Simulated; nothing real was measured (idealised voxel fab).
process module | voxel released beams
cross-section cut | 170 nm wide | cells 5 nm
A cross-section is a grid of square cells, given in bands from the top down. A band is one or more rows of cells.
Each band's line starts with the height of the band's top and of its bottom, in nm. Then come its materials from left to right, each with its width in nm. One material with "throughout" fills the band from edge to edge. "air" is empty space.
Height 0 is the level under which the wafer as received is all one material. The lowest band goes on downwards, as in "0 down".
A width such as "30 to 40" changes by the same amount from each row of cells to the next, from the band's top row to its bottom row.
"no change" after a step means that no cell of the cross-section changed.
closed voids: empty space of 8 cells or more with no open way to the top, each as width x height at its distance from the left edge, in nm
after a step's settings: what the simulator itself notes on the step
overlay nm, on a step with a mask: how far to the right of its planned place the mask lay; to the left if negative
plan
1 op RECEIVE | material Si
2 op CONFORMAL_DEP | material Al2O3 | thk nm 10
3 op DIRECTIONAL_DEP | material SiO2 | thk nm 20
4 op PATTERN | tone open | mask id ANCHOR | material resist | width nm 30 | thk nm 20 | overlay nm 0
5 op DIRECTIONAL_ETCH | etch materials SiO2 | depth nm 20
6 op STRIP | etch materials resist
7 op CONFORMAL_DEP | material W | thk nm 10
8 op PATTERN | tone cover | mask id BEAM | material resist | width nm 75 | thk nm 15 | overlay nm 0
9 op DIRECTIONAL_ETCH | etch materials W | depth nm 10
10 op STRIP | etch materials resist
11 op STRIP | etch materials SiO2
first wafer, as planned
as received, after step 1
  0 down: Si throughout
  closed voids: none
after step 2
  10 to 0: Al2O3 throughout
  below 0: unchanged
after step 3
  30 to 10: SiO2 throughout
  below 10: unchanged
after step 4
  50 to 30: resist 50 | air 30 | resist 90
  below 30: unchanged
after step 5
  50 to 30: resist 50 | air 30 | resist 90
  30 to 10: SiO2 50 | air 30 | SiO2 90
  below 10: unchanged
after step 6
  30 to 10: SiO2 50 | air 30 | SiO2 90
  below 10: unchanged
after step 7
  40 to 30: W 60 | air 10 | W 100
  30 to 20: SiO2 50 | W 10 | air 10 | W 10 | SiO2 90
  20 to 10: SiO2 50 | W 30 | SiO2 90
  below 10: unchanged
after step 8
  55 to 40: air 45 | resist 75 | air 50
  40 to 30: W 60 | resist 10 | W 100
  30 to 20: SiO2 50 | W 10 | resist 10 | W 10 | SiO2 90
  below 20: unchanged
after step 9
  55 to 40: air 45 | resist 75 | air 50
  40 to 30: air 45 | W 15 | resist 10 | W 50 | air 50
  below 30: unchanged
after step 10
  40 to 30: air 45 | W 15 | air 10 | W 50 | air 50
  30 to 20: SiO2 50 | W 10 | air 10 | W 10 | SiO2 90
  below 20: unchanged
after step 11
  40 to 30: air 45 | W 15 | air 10 | W 50 | air 50
  30 to 20: air 50 | W 10 | air 10 | W 10 | air 90
  20 to 10: air 50 | W 30 | air 90
  below 10: unchanged
second wafer: like start, like plan, one mistake. Through step 1 it matches the first wafer
when step 2 should have ended: no change
when step 3 should have ended
  20 to 0: SiO2 throughout
  below 0: unchanged
when step 4 should have ended
  40 to 20: resist 50 | air 30 | resist 90
  below 20: unchanged
when step 5 should have ended
  40 to 20: resist 50 | air 30 | resist 90
  20 to 0: SiO2 50 | air 30 | SiO2 90
  below 0: unchanged
when step 6 should have ended
  20 to 0: SiO2 50 | air 30 | SiO2 90
  below 0: unchanged
when step 7 should have ended
  30 to 20: W 60 | air 10 | W 100
  20 to 10: SiO2 50 | W 10 | air 10 | W 10 | SiO2 90
  10 to 0: SiO2 50 | W 30 | SiO2 90
  below 0: unchanged
when step 8 should have ended
  45 to 30: air 45 | resist 75 | air 50
  30 to 20: W 60 | resist 10 | W 100
  20 to 10: SiO2 50 | W 10 | resist 10 | W 10 | SiO2 90
  below 10: unchanged
when step 9 should have ended
  45 to 30: air 45 | resist 75 | air 50
  30 to 20: air 45 | W 15 | resist 10 | W 50 | air 50
  below 20: unchanged
when step 10 should have ended
  30 to 20: air 45 | W 15 | air 10 | W 50 | air 50
  20 to 10: SiO2 50 | W 10 | air 10 | W 10 | SiO2 90
  below 10: unchanged
when step 11 should have ended
  30 to 20: air 45 | W 15 | air 10 | W 50 | air 50
  20 to 10: air 50 | W 10 | air 10 | W 10 | air 90
  10 to 0: air 50 | W 30 | air 90
  below 0: unchanged
what went wrong: step 2 was left out
at the end the second wafer has, in cells: 68 fewer of Al2O3
